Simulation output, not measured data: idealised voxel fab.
Documented hereafter: the process module known as voxel transistor to metal.
cross-section cut | 300 nm wide | cells 5 nm
Cross-section spec: square-cell grid; bands listed top down; each band is one or more rows.
First you get the band's top height and its bottom height, in nm, and then the materials it's made of, left to right, with each width in nm. If you see a single material with "full width", that one covers the band edge to edge. "blank" is empty space.
Heads up on the height convention: 0 is the point under which the incoming wafer is all one material, and the lowest band has no bottom, it just keeps going down, like "0..down".
Note: "30..40" means the width goes from the first number (top row of the band) to the second number (bottom row) in equal steps per row of cells.
Take "left unchanged" at face value: in the step it is given for, the cross-section changed in none of its cells.
Any empty space of 8 cells or more lacking an open way to the top shows up in "Closed void register" as width x height at distance, distance from the left edge, in nm.
On a step's line, text after the settings is the simulator commenting on that step.
"overlay nm" answers the question of how far to the right of plan the mask lay on a step that has a mask, and when it is negative the answer is to the left.
The remainder of this document consists of a sequence of paired cross-sections. Each pair presents the cross-section prior to one process step together with the cross-section following it, the latter being rendered only as deep as the lowest band that underwent change. The intervening step, together with its settings, is stated beneath each pair. Because the pairs may originate from different runs of this module on the same starting wafer, a given pair is to be read as continuing from the preceding pair only where its entry headed "Pre-step profile" so indicates.
[Pre-step profile]
  40..30: blank: 65  SiCN: 25  blank: 120  SiCN: 25  blank: 65
  30..10: blank: 65  polySi: 25  blank: 120  polySi: 25  blank: 65
  10..5: SiO2: 20  blank: 45  polySi: 25  blank: 45  SiO2: 30  blank: 45  polySi: 25  blank: 45  SiO2: 20
  5..0: SiO2 full width
  0..-30: SiO2: 25  Si: 105  SiO2: 40  Si: 105  SiO2: 25
  -30..down: Si full width
  Closed void register: none
[Post-Step Cross-Section]
  50..40: blank: 55  SiN: 45  blank: 100  SiN: 45  blank: 55
  40..30: blank: 55  SiN: 10  SiCN: 25  SiN: 10  blank: 100  SiN: 10  SiCN: 25  SiN: 10  blank: 55
  30..20: blank: 55  SiN: 10  polySi: 25  SiN: 10  blank: 100  SiN: 10  polySi: 25  SiN: 10  blank: 55
  20..15: SiN: 30  blank: 25  SiN: 10  polySi: 25  SiN: 10  blank: 25  SiN: 50  blank: 25  SiN: 10  polySi: 25  SiN: 10  blank: 25  SiN: 30
  15..10: SiN: 65  polySi: 25  SiN: 120  polySi: 25  SiN: 65
  10..5: SiO2: 20  SiN: 45  polySi: 25  SiN: 45  SiO2: 30  SiN: 45  polySi: 25  SiN: 45  SiO2: 20
  Heights below 5 show no change.
  Closed void register: none
The step that takes the structure from the upper cross-section to the lower one is CONFORMAL_DEP, material SiN, thk nm 10
Pre-step profile: The pre-step condition corresponds to the post-step cross-section depicted in the pair directly above.
[Post-Step Cross-Section]
  40..30: blank: 55  SiN: 10  SiCN: 25  SiN: 10  blank: 100  SiN: 10  SiCN: 25  SiN: 10  blank: 55
  30..10: blank: 55  SiN: 10  polySi: 25  SiN: 10  blank: 100  SiN: 10  polySi: 25  SiN: 10  blank: 55
  10..5: SiO2: 20  SiN: 10  blank: 25  SiN: 10  polySi: 25  SiN: 10  blank: 25  SiN: 10  SiO2: 30  SiN: 10  blank: 25  SiN: 10  polySi: 25  SiN: 10  blank: 25  SiN: 10  SiO2: 20
  Heights below 5 show no change.
  Closed void register: none
The step that takes the structure from the upper cross-section to the lower one is DIRECTIONAL_ETCH, etch materials SiN, depth nm 10
Pre-step profile: The pre-step condition corresponds to the post-step cross-section depicted in the pair directly above.
[Post-Step Cross-Section]
  40..30: blank: 55  SiN: 10  SiCN: 25  SiN: 10  blank: 100  SiN: 10  SiCN: 25  SiN: 10  blank: 55
  30..10: blank: 55  SiN: 10  polySi: 25  SiN: 10  blank: 100  SiN: 10  polySi: 25  SiN: 10  blank: 55
  10..5: blank: 20  SiN: 10  blank: 25  SiN: 10  polySi: 25  SiN: 10  blank: 25  SiN: 10  blank: 30  SiN: 10  blank: 25  SiN: 10  polySi: 25  SiN: 10  blank: 25  SiN: 10  blank: 20
  5..0: SiO2: 30  blank: 25  SiO2: 45  blank: 25  SiO2: 50  blank: 25  SiO2: 45  blank: 25  SiO2: 30
  Heights below 0 show no change.
  Closed void register: none
The step that takes the structure from the upper cross-section to the lower one is DIRECTIONAL_ETCH, etch materials SiO2, depth nm 5
Pre-step profile: The pre-step condition corresponds to the post-step cross-section depicted in the pair directly above.
[Post-Step Cross-Section]
  40..30: blank: 55  SiN: 10  SiCN: 25  SiN: 10  blank: 100  SiN: 10  SiCN: 25  SiN: 10  blank: 55
  30..10: blank: 55  SiN: 10  polySi: 25  SiN: 10  blank: 100  SiN: 10  polySi: 25  SiN: 10  blank: 55
  10..5: blank: 20  SiN: 10  blank: 25  SiN: 10  polySi: 25  SiN: 10  blank: 25  SiN: 10  blank: 30  SiN: 10  blank: 25  SiN: 10  polySi: 25  SiN: 10  blank: 25  SiN: 10  blank: 20
  5..0: SiO2: 30  blank: 25  SiO2: 45  blank: 25  SiO2: 50  blank: 25  SiO2: 45  blank: 25  SiO2: 30
  0..-15: SiO2: 25  Si: 5  blank: 25  Si: 45  blank: 25  Si: 5  SiO2: 40  Si: 5  blank: 25  Si: 45  blank: 25  Si: 5  SiO2: 25
  Heights below -15 show no change.
  Closed void register: none
The step that takes the structure from the upper cross-section to the lower one is DIRECTIONAL_ETCH, etch materials Si, depth nm 15
Pre-step profile: The pre-step condition corresponds to the post-step cross-section depicted in the pair directly above.
[Post-Step Cross-Section]
  40..30: blank: 55  SiN: 10  SiCN: 25  SiN: 10  blank: 100  SiN: 10  SiCN: 25  SiN: 10  blank: 55
  30..20: blank: 55  SiN: 10  polySi: 25  SiN: 10  blank: 100  SiN: 10  polySi: 25  SiN: 10  blank: 55
  20..10: blank: 20  nSi: 35  SiN: 10  polySi: 25  SiN: 10  nSi: 35  blank: 30  nSi: 35  SiN: 10  polySi: 25  SiN: 10  nSi: 35  blank: 20
  10..5: blank: 20  SiN: 10  nSi: 25  SiN: 10  polySi: 25  SiN: 10  nSi: 25  SiN: 10  blank: 30  SiN: 10  nSi: 25  SiN: 10  polySi: 25  SiN: 10  nSi: 25  SiN: 10  blank: 20
  5..0: SiO2: 30  nSi: 25  SiO2: 45  nSi: 25  SiO2: 50  nSi: 25  SiO2: 45  nSi: 25  SiO2: 30
  0..-15: SiO2: 25  Si: 5  nSi: 25  Si: 45  nSi: 25  Si: 5  SiO2: 40  Si: 5  nSi: 25  Si: 45  nSi: 25  Si: 5  SiO2: 25
  Heights below -15 show no change.
  Closed void register: none
The step that takes the structure from the upper cross-section to the lower one is EPI, material nSi, thk nm 20
Pre-step profile: The pre-step condition corresponds to the post-step cross-section depicted in the pair directly above.
[Post-Step Cross-Section]
  50..40: SiO2 full width
  40..30: SiO2: 55  SiN: 10  SiCN: 25  SiN: 10  SiO2: 100  SiN: 10  SiCN: 25  SiN: 10  SiO2: 55
  30..20: SiO2: 55  SiN: 10  polySi: 25  SiN: 10  SiO2: 100  SiN: 10  polySi: 25  SiN: 10  SiO2: 55
  20..10: SiO2: 20  nSi: 35  SiN: 10  polySi: 25  SiN: 10  nSi: 35  SiO2: 30  nSi: 35  SiN: 10  polySi: 25  SiN: 10  nSi: 35  SiO2: 20
  10..5: SiO2: 20  SiN: 10  nSi: 25  SiN: 10  polySi: 25  SiN: 10  nSi: 25  SiN: 10  SiO2: 30  SiN: 10  nSi: 25  SiN: 10  polySi: 25  SiN: 10  nSi: 25  SiN: 10  SiO2: 20
  Heights below 5 show no change.
  Closed void register: none
The step that takes the structure from the upper cross-section to the lower one is FILL_DEP, material SiO2, thk nm 10
Pre-step profile: The pre-step condition corresponds to the post-step cross-section depicted in the pair directly above.
[Post-Step Cross-Section]
  35..30: SiO2: 55  SiN: 10  SiCN: 25  SiN: 10  SiO2: 100  SiN: 10  SiCN: 25  SiN: 10  SiO2: 55
  Heights below 30 show no change.
  Closed void register: none
The step that takes the structure from the upper cross-section to the lower one is CMP, height nm 35
Pre-step profile: The pre-step condition corresponds to the post-step cross-section depicted in the pair directly above.
[Post-Step Cross-Section]
  45..35: SiO2 full width
  Heights below 35 show no change.
  Closed void register: none
The step that takes the structure from the upper cross-section to the lower one is DIRECTIONAL_DEP, material SiO2, thk nm 10
Pre-step profile: The pre-step condition corresponds to the post-step cross-section depicted in the pair directly above.
[Post-Step Cross-Section]
  45..35: SiO2: 30  blank: 30  SiO2: 35  blank: 30  SiO2: 50  blank: 30  SiO2: 35  blank: 30  SiO2: 30
  35..30: SiO2: 30  blank: 25  SiN: 10  SiCN: 25  SiN: 10  blank: 25  SiO2: 50  blank: 25  SiN: 10  SiCN: 25  SiN: 10  blank: 25  SiO2: 30
  30..20: SiO2: 30  blank: 25  SiN: 10  polySi: 25  SiN: 10  blank: 25  SiO2: 50  blank: 25  SiN: 10  polySi: 25  SiN: 10  blank: 25  SiO2: 30
  Heights below 20 show no change.
  Closed void register: none
The step that takes the structure from the upper cross-section to the lower one is MASKED_ETCH, tone open, mask id CONTACT, width nm 30, etch materials SiO2, depth nm 45, overlay nm 0
Pre-step profile: The pre-step condition corresponds to the post-step cross-section depicted in the pair directly above.
[Post-Step Cross-Section]
  50..45: TiN: 35  blank: 20  TiN: 45  blank: 20  TiN: 60  blank: 20  TiN: 45  blank: 20  TiN: 35
  45..35: SiO2: 30  TiN: 5  blank: 20..15  TiN: 5..10  SiO2: 35  TiN: 5..10  blank: 20..15  TiN: 5  SiO2: 50  TiN: 5  blank: 20..15  TiN: 5..10  SiO2: 35  TiN: 5..10  blank: 20..15  TiN: 5  SiO2: 30
  35..30: SiO2: 30  TiN: 5  blank: 15  TiN: 5  SiN: 10  SiCN: 25  SiN: 10  TiN: 5  blank: 15  TiN: 5  SiO2: 50  TiN: 5  blank: 15  TiN: 5  SiN: 10  SiCN: 25  SiN: 10  TiN: 5  blank: 15  TiN: 5  SiO2: 30
  30..25: SiO2: 30  TiN: 5  blank: 15  TiN: 5  SiN: 10  polySi: 25  SiN: 10  TiN: 5  blank: 15  TiN: 5  SiO2: 50  TiN: 5  blank: 15  TiN: 5  SiN: 10  polySi: 25  SiN: 10  TiN: 5  blank: 15  TiN: 5  SiO2: 30
  25..20: SiO2: 30  TiN: 25  SiN: 10  polySi: 25  SiN: 10  TiN: 25  SiO2: 50  TiN: 25  SiN: 10  polySi: 25  SiN: 10  TiN: 25  SiO2: 30
  Heights below 20 show no change.
  Closed void register: none
The step that takes the structure from the upper cross-section to the lower one is CONFORMAL_DEP, material TiN, thk nm 5
Pre-step profile: The pre-step condition corresponds to the post-step cross-section depicted in the pair directly above.
[Post-Step Cross-Section]
  55..50: Ru full width
  50..45: TiN: 35  Ru: 20  TiN: 45  Ru: 20  TiN: 60  Ru: 20  TiN: 45  Ru: 20  TiN: 35
  45..35: SiO2: 30  TiN: 5  Ru: 20..15  TiN: 5..10  SiO2: 35  TiN: 5..10  Ru: 20..15  TiN: 5  SiO2: 50  TiN: 5  Ru: 20..15  TiN: 5..10  SiO2: 35  TiN: 5..10  Ru: 20..15  TiN: 5  SiO2: 30
  35..30: SiO2: 30  TiN: 5  Ru: 15  TiN: 5  SiN: 10  SiCN: 25  SiN: 10  TiN: 5  Ru: 15  TiN: 5  SiO2: 50  TiN: 5  Ru: 15  TiN: 5  SiN: 10  SiCN: 25  SiN: 10  TiN: 5  Ru: 15  TiN: 5  SiO2: 30
  30..25: SiO2: 30  TiN: 5  Ru: 15  TiN: 5  SiN: 10  polySi: 25  SiN: 10  TiN: 5  Ru: 15  TiN: 5  SiO2: 50  TiN: 5  Ru: 15  TiN: 5  SiN: 10  polySi: 25  SiN: 10  TiN: 5  Ru: 15  TiN: 5  SiO2: 30
  Heights below 25 show no change.
  Closed void register: none
The step that takes the structure from the upper cross-section to the lower one is FILL_DEP, material Ru, thk nm 5
Pre-step profile: The pre-step condition corresponds to the post-step cross-section depicted in the pair directly above.
[Post-Step Cross-Section]
  45..35: SiO2: 30  TiN: 5  Ru: 20..15  TiN: 5..10  SiO2: 35  TiN: 5..10  Ru: 20..15  TiN: 5  SiO2: 50  TiN: 5  Ru: 20..15  TiN: 5..10  SiO2: 35  TiN: 5..10  Ru: 20..15  TiN: 5  SiO2: 30
  Heights below 35 show no change.
  Closed void register: none
The step that takes the structure from the upper cross-section to the lower one is CMP, height nm 45
Pre-step profile: The pre-step condition corresponds to the post-step cross-section depicted in the pair directly above.
[Post-Step Cross-Section]
  50..45: TiN full width
  Heights below 45 show no change.
  Closed void register: none
The step that takes the structure from the upper cross-section to the lower one is DIRECTIONAL_DEP, material TiN, thk nm 5
Pre-step profile: The pre-step condition corresponds to the post-step cross-section depicted in the pair directly above.
[Post-Step Cross-Section]
  65..50: W full width
  Heights below 50 show no change.
  Closed void register: none
The step that takes the structure from the upper cross-section to the lower one is DIRECTIONAL_DEP, material W, thk nm 15
Pre-step profile: The pre-step condition corresponds to the post-step cross-section depicted in the pair directly above.
[Post-Step Cross-Section]
  80..65: blank: 30  resist: 20  blank: 55  resist: 20  blank: 50  resist: 20  blank: 55  resist: 20  blank: 30
  Heights below 65 show no change.
  Closed void register: none
The step that takes the structure from the upper cross-section to the lower one is PATTERN, tone cover, mask id METAL_1, material resist, width nm 20, thk nm 15, overlay nm 0
Pre-step profile: The pre-step condition corresponds to the post-step cross-section depicted in the pair directly above.
[Post-Step Cross-Section]
  80..65: blank: 30  resist: 20  blank: 55  resist: 20  blank: 50  resist: 20  blank: 55  resist: 20  blank: 30
  65..50: blank: 30  W: 20  blank: 55  W: 20  blank: 50  W: 20  blank: 55  W: 20  blank: 30
  Heights below 50 show no change.
  Closed void register: none
The step that takes the structure from the upper cross-section to the lower one is DIRECTIONAL_ETCH, etch materials W, depth nm 15
Pre-step profile: The pre-step condition corresponds to the post-step cross-section depicted in the pair directly above.
[Post-Step Cross-Section]
  80..65: blank: 30  resist: 20  blank: 55  resist: 20  blank: 50  resist: 20  blank: 55  resist: 20  blank: 30
  65..50: blank: 30  W: 20  blank: 55  W: 20  blank: 50  W: 20  blank: 55  W: 20  blank: 30
  50..45: blank: 30  TiN: 20  blank: 55  TiN: 20  blank: 50  TiN: 20  blank: 55  TiN: 20  blank: 30
  Heights below 45 show no change.
  Closed void register: none
The step that takes the structure from the upper cross-section to the lower one is DIRECTIONAL_ETCH, etch materials TiN, depth nm 5
Pre-step profile: The pre-step condition corresponds to the post-step cross-section depicted in the pair directly above.
[Post-Step Cross-Section]
  65..50: blank: 30  W: 20  blank: 55  W: 20  blank: 50  W: 20  blank: 55  W: 20  blank: 30
  Heights below 50 show no change.
  Closed void register: none
The step that takes the structure from the upper cross-section to the lower one is STRIP, etch materials resist
Pre-step profile: The pre-step condition corresponds to the post-step cross-section depicted in the pair directly above.
[Post-Step Cross-Section]
  75..65: lowk full width
  65..50: lowk: 30  W: 20  lowk: 55  W: 20  lowk: 50  W: 20  lowk: 55  W: 20  lowk: 30
  50..45: lowk: 30  TiN: 20  lowk: 55  TiN: 20  lowk: 50  TiN: 20  lowk: 55  TiN: 20  lowk: 30
  Heights below 45 show no change.
  Closed void register: none
The step that takes the structure from the upper cross-section to the lower one is FILL_DEP, material lowk, thk nm 10
Pre-step profile: The pre-step condition corresponds to the post-step cross-section depicted in the pair directly above.
[Post-Step Cross-Section]
  65..50: lowk: 30  W: 20  lowk: 55  W: 20  lowk: 50  W: 20  lowk: 55  W: 20  lowk: 30
  Heights below 50 show no change.
  Closed void register: none
The step that takes the structure from the upper cross-section to the lower one is CMP, height nm 65
Pre-step profile: The pre-step condition corresponds to the post-step cross-section depicted in the pair directly above.
[Post-Step Cross-Section]
  70..65: SiCN full width
  Heights below 65 show no change.
  Closed void register: none
The step that takes the structure from the upper cross-section to the lower one is CONFORMAL_DEP, material SiCN, thk nm 5
Pre-step profile: The pre-step condition corresponds to the post-step cross-section depicted in the pair directly above.
[Post-Step Cross-Section]
  100..70: SiO2 full width
  Heights below 70 show no change.
  Closed void register: none
The step that takes the structure from the upper cross-section to the lower one is DIRECTIONAL_DEP, material SiO2, thk nm 30
Pre-step profile: The pre-step condition corresponds to the post-step cross-section depicted in the pair directly above.
[Post-Step Cross-Section]
  120..100: resist: 30  blank: 15  resist: 130  blank: 15  resist: 110
  Heights below 100 show no change.
  Closed void register: none
The step that takes the structure from the upper cross-section to the lower one is PATTERN, tone open, mask id METAL_2_HOLES, material resist, width nm 15, pitch nm 145, thk nm 20, overlay nm 0
Pre-step profile: The pre-step condition corresponds to the post-step cross-section depicted in the pair directly above.
[Post-Step Cross-Section]
  120..100: resist: 30  blank: 15  resist: 130  blank: 15  resist: 110
  100..70: SiO2: 30  blank: 15  SiO2: 130  blank: 15  SiO2: 110
  Heights below 70 show no change.
  Closed void register: none
The step that takes the structure from the upper cross-section to the lower one is DIRECTIONAL_ETCH, etch materials SiO2, depth nm 30
Pre-step profile: The pre-step condition corresponds to the post-step cross-section depicted in the pair directly above.
[Post-Step Cross-Section]
  100..70: SiO2: 30  blank: 15  SiO2: 130  blank: 15  SiO2: 110
  Heights below 70 show no change.
  Closed void register: none
The step that takes the structure from the upper cross-section to the lower one is STRIP, etch materials resist
Pre-step profile: The pre-step condition corresponds to the post-step cross-section depicted in the pair directly above.
[Post-Step Cross-Section]
  120..100: resist: 30  blank: 20  resist: 125  blank: 20  resist: 105
  Heights below 100 show no change.
  Closed void register: none
The step that takes the structure from the upper cross-section to the lower one is PATTERN, tone open, mask id METAL_2, material resist, width nm 20, pitch nm 145, thk nm 20, overlay nm 0
Pre-step profile: The pre-step condition corresponds to the post-step cross-section depicted in the pair directly above.
[Post-Step Cross-Section]
  120..100: resist: 30  blank: 20  resist: 125  blank: 20  resist: 105
  100..85: SiO2: 30  blank: 20  SiO2: 125  blank: 20  SiO2: 105
  Heights below 85 show no change.
  Closed void register: none
The step that takes the structure from the upper cross-section to the lower one is DIRECTIONAL_ETCH, etch materials SiO2, depth nm 15
Pre-step profile: The pre-step condition corresponds to the post-step cross-section depicted in the pair directly above.
[Post-Step Cross-Section]
  120..100: resist: 30  blank: 20  resist: 125  blank: 20  resist: 105
  100..85: SiO2: 30  blank: 20  SiO2: 125  blank: 20  SiO2: 105
  85..70: SiO2: 30  blank: 15  SiO2: 130  blank: 15  SiO2: 110
  70..65: SiCN: 30  blank: 15  SiCN: 130  blank: 15  SiCN: 110
  Heights below 65 show no change.
  Closed void register: none
The step that takes the structure from the upper cross-section to the lower one is DIRECTIONAL_ETCH, etch materials SiCN, depth nm 5
Pre-step profile: The pre-step condition corresponds to the post-step cross-section depicted in the pair directly above.
[Post-Step Cross-Section]
  100..85: SiO2: 30  blank: 20  SiO2: 125  blank: 20  SiO2: 105
  Heights below 85 show no change.
  Closed void register: none
The step that takes the structure from the upper cross-section to the lower one is STRIP, etch materials resist
Pre-step profile: The pre-step condition corresponds to the post-step cross-section depicted in the pair directly above.
[Post-Step Cross-Section]
  105..100: TiN: 35  blank: 10  TiN: 135  blank: 10  TiN: 110
  100..90: SiO2: 30  TiN: 5  blank: 10  TiN: 5  SiO2: 125  TiN: 5  blank: 10  TiN: 5  SiO2: 105
  90..85: SiO2: 30  TiN: 5  blank: 5  TiN: 10  SiO2: 125  TiN: 5  blank: 5  TiN: 10  SiO2: 105
  85..70: SiO2: 30  TiN: 5  blank: 5  TiN: 5  SiO2: 130  TiN: 5  blank: 5  TiN: 5  SiO2: 110
  70..65: SiCN: 30  TiN: 15  SiCN: 130  TiN: 15  SiCN: 110
  Heights below 65 show no change.
  Closed void register: none
The step that takes the structure from the upper cross-section to the lower one is CONFORMAL_DEP, material TiN, thk nm 5
Pre-step profile: The pre-step condition corresponds to the post-step cross-section depicted in the pair directly above.
[Post-Step Cross-Section]
  110..105: Cu full width
  105..100: TiN: 35  Cu: 10  TiN: 135  Cu: 10  TiN: 110
  100..90: SiO2: 30  TiN: 5  Cu: 10  TiN: 5  SiO2: 125  TiN: 5  Cu: 10  TiN: 5  SiO2: 105
  90..85: SiO2: 30  TiN: 5  Cu: 5  TiN: 10  SiO2: 125  TiN: 5  Cu: 5  TiN: 10  SiO2: 105
  85..70: SiO2: 30  TiN: 5  Cu: 5  TiN: 5  SiO2: 130  TiN: 5  Cu: 5  TiN: 5  SiO2: 110
  Heights below 70 show no change.
  Closed void register: none
The step that takes the structure from the upper cross-section to the lower one is FILL_DEP, material Cu, thk nm 5
Pre-step profile: The pre-step condition corresponds to the post-step cross-section depicted in the pair directly above.
[Post-Step Cross-Section]
  100..90: SiO2: 30  TiN: 5  Cu: 10  TiN: 5  SiO2: 125  TiN: 5  Cu: 10  TiN: 5  SiO2: 105
  Heights below 90 show no change.
  Closed void register: none
The step that takes the structure from the upper cross-section to the lower one is CMP, height nm 100
Pre-step profile: The pre-step condition corresponds to the post-step cross-section depicted in the pair directly above.
[Post-Step Cross-Section]
  105..100: SiCN full width
  Heights below 100 show no change.
  Closed void register: none
The step that takes the structure from the upper cross-section to the lower one is CONFORMAL_DEP, material SiCN, thk nm 5
[Pre-step profile]
  35..25: SiO2: 55  SiN: 10  SiCN: 25  SiN: 10  SiO2: 100  SiN: 10  SiCN: 25  SiN: 10  SiO2: 55
  25..15: SiO2: 55  SiN: 10  polySi: 25  SiN: 10  SiO2: 100  SiN: 10  polySi: 25  SiN: 10  SiO2: 55
  15..10: SiO2: 35  nSi: 20  SiN: 10  polySi: 25  SiN: 10  nSi: 20  SiO2: 60  nSi: 20  SiN: 10  polySi: 25  SiN: 10  nSi: 20  SiO2: 35
  10..0: SiO2: 15  SiN: 10  SiO2: 10  nSi: 20  SiN: 10  polySi: 25  SiN: 10  nSi: 20  SiO2: 10  SiN: 10  SiO2: 20  SiN: 10  SiO2: 10  nSi: 20  SiN: 10  polySi: 25  SiN: 10  nSi: 20  SiO2: 10  SiN: 10  SiO2: 15
  0..-5: SiO2: 25  nSi: 30  SiO2: 45  nSi: 30  SiO2: 40  nSi: 30  SiO2: 45  nSi: 30  SiO2: 25
  -5..-20: SiO2: 25  nSi: 30  Si: 45  nSi: 30  SiO2: 40  nSi: 30  Si: 45  nSi: 30  SiO2: 25
  -20..-30: SiO2: 25  Si: 105  SiO2: 40  Si: 105  SiO2: 25
  -30..down: Si full width
  Closed void register: none
[Post-Step Cross-Section]
  40..35: SiO2 full width
  Heights below 35 show no change.
  Closed void register: none
The step that takes the structure from the upper cross-section to the lower one is DIRECTIONAL_DEP, material SiO2, thk nm 5
Pre-step profile: The pre-step condition corresponds to the post-step cross-section depicted in the pair directly above.
[Post-Step Cross-Section]
  40..35: SiO2: 30  blank: 30  SiO2: 35  blank: 30  SiO2: 50  blank: 30  SiO2: 35  blank: 30  SiO2: 30
  35..25: SiO2: 30  blank: 25  SiN: 10  SiCN: 25  SiN: 10  blank: 25  SiO2: 50  blank: 25  SiN: 10  SiCN: 25  SiN: 10  blank: 25  SiO2: 30
  25..15: SiO2: 30  blank: 25  SiN: 10  polySi: 25  SiN: 10  blank: 25  SiO2: 50  blank: 25  SiN: 10  polySi: 25  SiN: 10  blank: 25  SiO2: 30
  15..10: SiO2: 30  blank: 5  nSi: 20  SiN: 10  polySi: 25  SiN: 10  nSi: 20  blank: 5  SiO2: 50  blank: 5  nSi: 20  SiN: 10  polySi: 25  SiN: 10  nSi: 20  blank: 5  SiO2: 30
  10..0: SiO2: 15  SiN: 10  SiO2: 5  blank: 5  nSi: 20  SiN: 10  polySi: 25  SiN: 10  nSi: 20  blank: 5  SiO2: 5  SiN: 10  SiO2: 20  SiN: 10  SiO2: 5  blank: 5  nSi: 20  SiN: 10  polySi: 25  SiN: 10  nSi: 20  blank: 5  SiO2: 5  SiN: 10  SiO2: 15
  Heights below 0 show no change.
  Closed void register: none
The step that takes the structure from the upper cross-section to the lower one is MASKED_ETCH, tone open, mask id CONTACT, width nm 30, etch materials SiO2, depth nm 45, overlay nm 0
Pre-step profile: The pre-step condition corresponds to the post-step cross-section depicted in the pair directly above.
[Post-Step Cross-Section]
  45..40: TiN: 35  blank: 20  TiN: 45  blank: 20  TiN: 60  blank: 20  TiN: 45  blank: 20  TiN: 35
  40..35: SiO2: 30  TiN: 5  blank: 15  TiN: 10  SiO2: 35  TiN: 10  blank: 15  TiN: 5  SiO2: 50  TiN: 5  blank: 15  TiN: 10  SiO2: 35  TiN: 10  blank: 15  TiN: 5  SiO2: 30
  35..25: SiO2: 30  TiN: 5  blank: 15  TiN: 5  SiN: 10  SiCN: 25  SiN: 10  TiN: 5  blank: 15  TiN: 5  SiO2: 50  TiN: 5  blank: 15  TiN: 5  SiN: 10  SiCN: 25  SiN: 10  TiN: 5  blank: 15  TiN: 5  SiO2: 30
  25..20: SiO2: 30  TiN: 5  blank: 15  TiN: 5  SiN: 10  polySi: 25  SiN: 10  TiN: 5  blank: 15  TiN: 5  SiO2: 50  TiN: 5  blank: 15  TiN: 5  SiN: 10  polySi: 25  SiN: 10  TiN: 5  blank: 15  TiN: 5  SiO2: 30
  20..15: SiO2: 30  TiN: 25  SiN: 10  polySi: 25  SiN: 10  TiN: 25  SiO2: 50  TiN: 25  SiN: 10  polySi: 25  SiN: 10  TiN: 25  SiO2: 30
  15..10: SiO2: 30  TiN: 5  nSi: 20  SiN: 10  polySi: 25  SiN: 10  nSi: 20  TiN: 5  SiO2: 50  TiN: 5  nSi: 20  SiN: 10  polySi: 25  SiN: 10  nSi: 20  TiN: 5  SiO2: 30
  10..0: SiO2: 15  SiN: 10  SiO2: 5  TiN: 5  nSi: 20  SiN: 10  polySi: 25  SiN: 10  nSi: 20  TiN: 5  SiO2: 5  SiN: 10  SiO2: 20  SiN: 10  SiO2: 5  TiN: 5  nSi: 20  SiN: 10  polySi: 25  SiN: 10  nSi: 20  TiN: 5  SiO2: 5  SiN: 10  SiO2: 15
  Heights below 0 show no change.
  Closed void register: none
The step that takes the structure from the upper cross-section to the lower one is CONFORMAL_DEP, material TiN, thk nm 5
Pre-step profile: The pre-step condition corresponds to the post-step cross-section depicted in the pair directly above.
[Post-Step Cross-Section]
  50..45: Ru full width
  45..40: TiN: 35  Ru: 20  TiN: 45  Ru: 20  TiN: 60  Ru: 20  TiN: 45  Ru: 20  TiN: 35
  40..35: SiO2: 30  TiN: 5  Ru: 15  TiN: 10  SiO2: 35  TiN: 10  Ru: 15  TiN: 5  SiO2: 50  TiN: 5  Ru: 15  TiN: 10  SiO2: 35  TiN: 10  Ru: 15  TiN: 5  SiO2: 30
  35..25: SiO2: 30  TiN: 5  Ru: 15  TiN: 5  SiN: 10  SiCN: 25  SiN: 10  TiN: 5  Ru: 15  TiN: 5  SiO2: 50  TiN: 5  Ru: 15  TiN: 5  SiN: 10  SiCN: 25  SiN: 10  TiN: 5  Ru: 15  TiN: 5  SiO2: 30
  25..20: SiO2: 30  TiN: 5  Ru: 15  TiN: 5  SiN: 10  polySi: 25  SiN: 10  TiN: 5  Ru: 15  TiN: 5  SiO2: 50  TiN: 5  Ru: 15  TiN: 5  SiN: 10  polySi: 25  SiN: 10  TiN: 5  Ru: 15  TiN: 5  SiO2: 30
  Heights below 20 show no change.
  Closed void register: none
The step that takes the structure from the upper cross-section to the lower one is FILL_DEP, material Ru, thk nm 5
Pre-step profile: The pre-step condition corresponds to the post-step cross-section depicted in the pair directly above.
[Post-Step Cross-Section]
  45..40: TiN: 35  Ru: 20  TiN: 45  Ru: 20  TiN: 60  Ru: 20  TiN: 45  Ru: 20  TiN: 35
  Heights below 40 show no change.
  Closed void register: none
The step that takes the structure from the upper cross-section to the lower one is CMP, height nm 45
Pre-step profile: The pre-step condition corresponds to the post-step cross-section depicted in the pair directly above.
[Post-Step Cross-Section]
  50..45: TiN full width
  Heights below 45 show no change.
  Closed void register: none
The step that takes the structure from the upper cross-section to the lower one is DIRECTIONAL_DEP, material TiN, thk nm 5
Pre-step profile: The pre-step condition corresponds to the post-step cross-section depicted in the pair directly above.
[Post-Step Cross-Section]
  65..50: W full width
  Heights below 50 show no change.
  Closed void register: none
The step that takes the structure from the upper cross-section to the lower one is DIRECTIONAL_DEP, material W, thk nm 15
Pre-step profile: The pre-step condition corresponds to the post-step cross-section depicted in the pair directly above.
[Post-Step Cross-Section]
  80..65: blank: 30  resist: 20  blank: 55  resist: 20  blank: 50  resist: 20  blank: 55  resist: 20  blank: 30
  Heights below 65 show no change.
  Closed void register: none
The step that takes the structure from the upper cross-section to the lower one is PATTERN, tone cover, mask id METAL_1, material resist, width nm 20, thk nm 15, overlay nm 0
Pre-step profile: The pre-step condition corresponds to the post-step cross-section depicted in the pair directly above.
[Post-Step Cross-Section]
  80..65: blank: 30  resist: 20  blank: 55  resist: 20  blank: 50  resist: 20  blank: 55  resist: 20  blank: 30
  65..50: blank: 30  W: 20  blank: 55  W: 20  blank: 50  W: 20  blank: 55  W: 20  blank: 30
  Heights below 50 show no change.
  Closed void register: none
The step that takes the structure from the upper cross-section to the lower one is DIRECTIONAL_ETCH, etch materials W, depth nm 15
Pre-step profile: The pre-step condition corresponds to the post-step cross-section depicted in the pair directly above.
[Post-Step Cross-Section]
  80..65: blank: 30  resist: 20  blank: 55  resist: 20  blank: 50  resist: 20  blank: 55  resist: 20  blank: 30
  65..50: blank: 30  W: 20  blank: 55  W: 20  blank: 50  W: 20  blank: 55  W: 20  blank: 30
  50..45: blank: 30  TiN: 20  blank: 55  TiN: 20  blank: 50  TiN: 20  blank: 55  TiN: 20  blank: 30
  Heights below 45 show no change.
  Closed void register: none
The step that takes the structure from the upper cross-section to the lower one is DIRECTIONAL_ETCH, etch materials TiN, depth nm 5
Pre-step profile: The pre-step condition corresponds to the post-step cross-section depicted in the pair directly above.
[Post-Step Cross-Section]
  65..50: blank: 30  W: 20  blank: 55  W: 20  blank: 50  W: 20  blank: 55  W: 20  blank: 30
  Heights below 50 show no change.
  Closed void register: none
The step that takes the structure from the upper cross-section to the lower one is STRIP, etch materials resist
Pre-step profile: The pre-step condition corresponds to the post-step cross-section depicted in the pair directly above.
[Post-Step Cross-Section]
  75..65: lowk full width
  65..50: lowk: 30  W: 20  lowk: 55  W: 20  lowk: 50  W: 20  lowk: 55  W: 20  lowk: 30
  50..45: lowk: 30  TiN: 20  lowk: 55  TiN: 20  lowk: 50  TiN: 20  lowk: 55  TiN: 20  lowk: 30
  Heights below 45 show no change.
  Closed void register: none
The step that takes the structure from the upper cross-section to the lower one is FILL_DEP, material lowk, thk nm 10
